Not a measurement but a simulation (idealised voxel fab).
The process module presented herein is designated voxel wiring stack.
Displayed cross-section: cut, width of 275 nm, square cells sized 5 nm.
In this document a cross-section is written as a grid of square cells. It is given as a series of bands, listed from the top down, and a band is one or more rows of cells. Band: top and bottom heights (nm) first, top before bottom; then materials from left to right, widths in nm. "full width" marks a sole material filling the band edge to edge. "empty" denotes empty space. Heights are measured from 0, the level below which the as-received wafer is all one material; the lowest band has no bottom and continues downward, written as in "top 0, no bottom". Per-row width for "30->40": begins at first number (top row of band), ends at second number (bottom row), increment between rows held constant. It should be understood that the words "all unchanged", when stated for a given step, signify that the cross-section underwent no change in any of its cells during that step. Empty spaces without an open route to the top, at least 8 cells in extent, make up the entry "Cavities, closed"; each is given as width x height at distance, where the distance is measured from the left edge, and all are in nm. The remark found on a step's line after its settings is issued by the simulator itself and pertains to that step. What "overlay nm" on a step's line means: if the step has a mask, that mask lay this far to the right of its planned place, or, when the value is negative, to the left.
# Set out below are the planned steps of the process
1: RECEIVE [material Si]
2: CONFORMAL_DEP [material SiO2] [thk nm 10]
3: DIRECTIONAL_DEP [material TiN] [thk nm 5]
4: DIRECTIONAL_DEP [material W] [thk nm 15]
5: DIRECTIONAL_DEP [material aC] [thk nm 15]
6: PATTERN [tone cover] [mask id METAL_1] [material resist] [width nm 30] [pitch nm 55] [thk nm 30] [overlay nm 0]
7: DIRECTIONAL_ETCH [etch materials aC] [depth nm 15]
8: STRIP [etch materials resist]
9: DIRECTIONAL_ETCH [etch materials W] [depth nm 15]
10: DIRECTIONAL_ETCH [etch materials TiN] [depth nm 5]
11: STRIP [etch materials aC]
12: CONFORMAL_DEP [material SiCN] [thk nm 5]
13: FILL_DEP [material SiO2] [thk nm 10]
14: CMP [height nm 30]
15: CONFORMAL_DEP [material SiCN] [thk nm 5]
16: DIRECTIONAL_DEP [material SiO2] [thk nm 20]
17: PATTERN [tone open] [mask id PLUG_1] [material resist] [width nm 15] [pitch nm 55] [thk nm 20] [overlay nm 0]
18: DIRECTIONAL_ETCH [etch materials SiO2] [depth nm 20]
19: DIRECTIONAL_ETCH [etch materials SiCN] [depth nm 5]
20: STRIP [etch materials resist]
21: EPI [material Ru] [thk nm 10]
22: EPI [material Ru] [thk nm 10]
23: EPI [material Ru] [thk nm 5]
24: DIRECTIONAL_DEP [material TiN] [thk nm 5]
25: DIRECTIONAL_DEP [material Ru] [thk nm 25]
26: DIRECTIONAL_DEP [material aC] [thk nm 15]
27: PATTERN [tone cover] [mask id METAL_2] [material resist] [width nm 30] [pitch nm 55] [thk nm 35] [overlay nm 0]
28: DIRECTIONAL_ETCH [etch materials aC] [depth nm 15]
29: STRIP [etch materials resist]
30: DIRECTIONAL_ETCH [etch materials Ru] [depth nm 25]
31: DIRECTIONAL_ETCH [etch materials TiN] [depth nm 5]
32: STRIP [etch materials aC]
33: FILL_DEP [material lowk] [thk nm 5]
34: CMP [height nm 85]
35: CONFORMAL_DEP [material SiCN] [thk nm 5]
36: DIRECTIONAL_DEP [material lowk] [thk nm 20]
37: PATTERN [tone open] [mask id PLUG_2] [material resist] [width nm 15] [pitch nm 110] [thk nm 20] [overlay nm 0]
38: DIRECTIONAL_ETCH [etch materials lowk] [depth nm 20]
39: DIRECTIONAL_ETCH [etch materials SiCN] [depth nm 5]
40: STRIP [etch materials resist]
41: CONFORMAL_DEP [material TiN] [thk nm 5]
42: FILL_DEP [material Ru] [thk nm 10]
43: CMP [height nm 110]
44: DIRECTIONAL_DEP [material TiN] [thk nm 5]
45: DIRECTIONAL_DEP [material Ru] [thk nm 15]
46: PATTERN [tone cover] [mask id METAL_3] [material resist] [width nm 30] [pitch nm 55] [thk nm 20] [overlay nm 0]
47: DIRECTIONAL_ETCH [etch materials Ru] [depth nm 15]
48: DIRECTIONAL_ETCH [etch materials TiN] [depth nm 5]
49: STRIP [etch materials resist]
50: CONFORMAL_DEP [material SiN] [thk nm 5]
51: FILL_DEP [material lowk] [thk nm 10]
52: CMP [height nm 130]
53: CONFORMAL_DEP [material SiCN] [thk nm 5]
54: DIRECTIONAL_DEP [material SiO2] [thk nm 30]
55: MASKED_ETCH [tone open] [mask id METAL_4] [width nm 30] [pitch nm 55] [etch materials SiO2] [depth nm 20] [overlay nm 0]
56: MASKED_ETCH [tone open] [mask id METAL_4_HOLES] [width nm 15] [pitch nm 55] [etch materials SiO2] [depth nm 10] [overlay nm 0]
57: MASKED_ETCH [tone open] [mask id METAL_4_HOLES] [width nm 15] [pitch nm 55] [etch materials SiCN] [depth nm 5] [overlay nm 0]
58: CONFORMAL_DEP [material TiN] [thk nm 5]
59: FILL_DEP [material Cu] [thk nm 5]
60: CMP [height nm 165]
61: CONFORMAL_DEP [material SiCN] [thk nm 5]
# Incoming wafer in cross-section (state: after step 1)
	top 0, no bottom  Si full width
	Cavities, closed: none
# As-planned run: cross-section of the first of two wafers at end of module
	top 170, bottom 165  SiCN full width
	top 165, bottom 150  SiO2: 65  TiN: 5  Cu: 20  TiN: 5  SiO2: 25  TiN: 5  Cu: 20  TiN: 5  SiO2: 25  TiN: 5  Cu: 20  TiN: 5  SiO2: 70
	top 150, bottom 145  SiO2: 65  TiN: 5  Cu: 5  TiN: 20  SiO2: 25  TiN: 5  Cu: 5  TiN: 20  SiO2: 25  TiN: 5  Cu: 5  TiN: 20  SiO2: 70
	top 145, bottom 135  SiO2: 65  TiN: 5  Cu: 5  TiN: 5  SiO2: 40  TiN: 5  Cu: 5  TiN: 5  SiO2: 40  TiN: 5  Cu: 5  TiN: 5  SiO2: 85
	top 135, bottom 130  SiCN: 65  TiN: 15  SiCN: 40  TiN: 15  SiCN: 40  TiN: 15  SiCN: 85
	top 130, bottom 115  lowk: 60  SiN: 5  Ru: 30  SiN: 5  lowk: 15  SiN: 5  Ru: 30  SiN: 5  lowk: 15  SiN: 5  Ru: 30  SiN: 5  lowk: 65
	top 115, bottom 110  SiN: 65  TiN: 30  SiN: 25  TiN: 30  SiN: 25  TiN: 30  SiN: 70
	top 110, bottom 90  lowk: 65  TiN: 5  Ru: 5  TiN: 5  lowk: 95  TiN: 5  Ru: 5  TiN: 5  lowk: 85
	top 90, bottom 85  SiCN: 65  TiN: 15  SiCN: 95  TiN: 15  SiCN: 85
	top 85, bottom 60  lowk: 65  Ru: 30  lowk: 25  Ru: 30  lowk: 25  Ru: 30  lowk: 70
	top 60, bottom 55  lowk: 65  TiN: 30  lowk: 25  TiN: 30  lowk: 25  TiN: 30  lowk: 70
	top 55, bottom 35  SiO2: 65  Ru: 15  SiO2: 40  Ru: 15  SiO2: 40  Ru: 15  SiO2: 85
	top 35, bottom 30  SiCN: 65  Ru: 15  SiCN: 40  Ru: 15  SiCN: 40  Ru: 15  SiCN: 85
	top 30, bottom 15  SiO2: 60  SiCN: 5  W: 30  SiCN: 5  SiO2: 15  SiCN: 5  W: 30  SiCN: 5  SiO2: 15  SiCN: 5  W: 30  SiCN: 5  SiO2: 65
	top 15, bottom 10  SiCN: 65  TiN: 30  SiCN: 25  TiN: 30  SiCN: 25  TiN: 30  SiCN: 70
	top 10, bottom 0  SiO2 full width
	top 0, no bottom  Si full width
	Cavities, closed: none
# Same start, same plan as the first wafer - but one mistake in the run. Cross-section of the second of the two at the end of the module
	top 170, bottom 165  SiCN full width
	top 165, bottom 150  SiO2: 65  TiN: 5  Cu: 20  TiN: 5  SiO2: 25  TiN: 5  Cu: 20  TiN: 5  SiO2: 25  TiN: 5  Cu: 20  TiN: 5  SiO2: 70
	top 150, bottom 145  SiO2: 65  TiN: 5  Cu: 5  TiN: 20  SiO2: 25  TiN: 5  Cu: 5  TiN: 20  SiO2: 25  TiN: 5  Cu: 5  TiN: 20  SiO2: 70
	top 145, bottom 135  SiO2: 65  TiN: 5  Cu: 5  TiN: 5  SiO2: 40  TiN: 5  Cu: 5  TiN: 5  SiO2: 40  TiN: 5  Cu: 5  TiN: 5  SiO2: 85
	top 135, bottom 130  SiCN: 65  TiN: 15  SiCN: 40  TiN: 15  SiCN: 40  TiN: 15  SiCN: 85
	top 130, bottom 115  lowk: 60  SiN: 5  Ru: 30  SiN: 5  lowk: 15  SiN: 5  Ru: 30  SiN: 5  lowk: 15  SiN: 5  Ru: 30  SiN: 5  lowk: 65
	top 115, bottom 110  SiN: 65  TiN: 30  SiN: 25  TiN: 30  SiN: 25  TiN: 30  SiN: 70
	top 110, bottom 90  lowk: 65  TiN: 5  Ru: 5  TiN: 5  lowk: 95  TiN: 5  Ru: 5  TiN: 5  lowk: 85
	top 90, bottom 85  SiCN: 65  TiN: 15  SiCN: 95  TiN: 15  SiCN: 85
	top 85, bottom 75  lowk: 80  Ru: 15  lowk: 40  Ru: 15  lowk: 40  Ru: 15  lowk: 70
	top 75, bottom 60  lowk: 65  Ru: 30  lowk: 25  Ru: 30  lowk: 25  Ru: 30  lowk: 70
	top 60, bottom 55  lowk: 65  Ru: 15  TiN: 15  lowk: 25  Ru: 15  TiN: 15  lowk: 25  Ru: 15  TiN: 15  lowk: 70
	top 55, bottom 50  SiO2: 65  Ru: 15  SiO2: 40  Ru: 15  SiO2: 40  Ru: 15  SiO2: 85
	top 50, bottom 45  SiO2: 65  TiN: 15  SiO2: 40  TiN: 15  SiO2: 40  TiN: 15  SiO2: 85
	top 45, bottom 35  SiO2: 65  Ru: 15  SiO2: 40  Ru: 15  SiO2: 40  Ru: 15  SiO2: 85
	top 35, bottom 30  SiCN: 65  Ru: 15  SiCN: 40  Ru: 15  SiCN: 40  Ru: 15  SiCN: 85
	top 30, bottom 15  SiO2: 60  SiCN: 5  W: 30  SiCN: 5  SiO2: 15  SiCN: 5  W: 30  SiCN: 5  SiO2: 15  SiCN: 5  W: 30  SiCN: 5  SiO2: 65
	top 15, bottom 10  SiCN: 65  TiN: 30  SiCN: 25  TiN: 30  SiCN: 25  TiN: 30  SiCN: 70
	top 10, bottom 0  SiO2 full width
	top 0, no bottom  Si full width
	Cavities, closed: none
Against the plan, the run slipped here: missing: one of identical steps 21 and 22, unidentifiable
Final wafer comparison in cells, second versus first, more or fewer per material: 18 fewer of Ru, 18 more of lowk
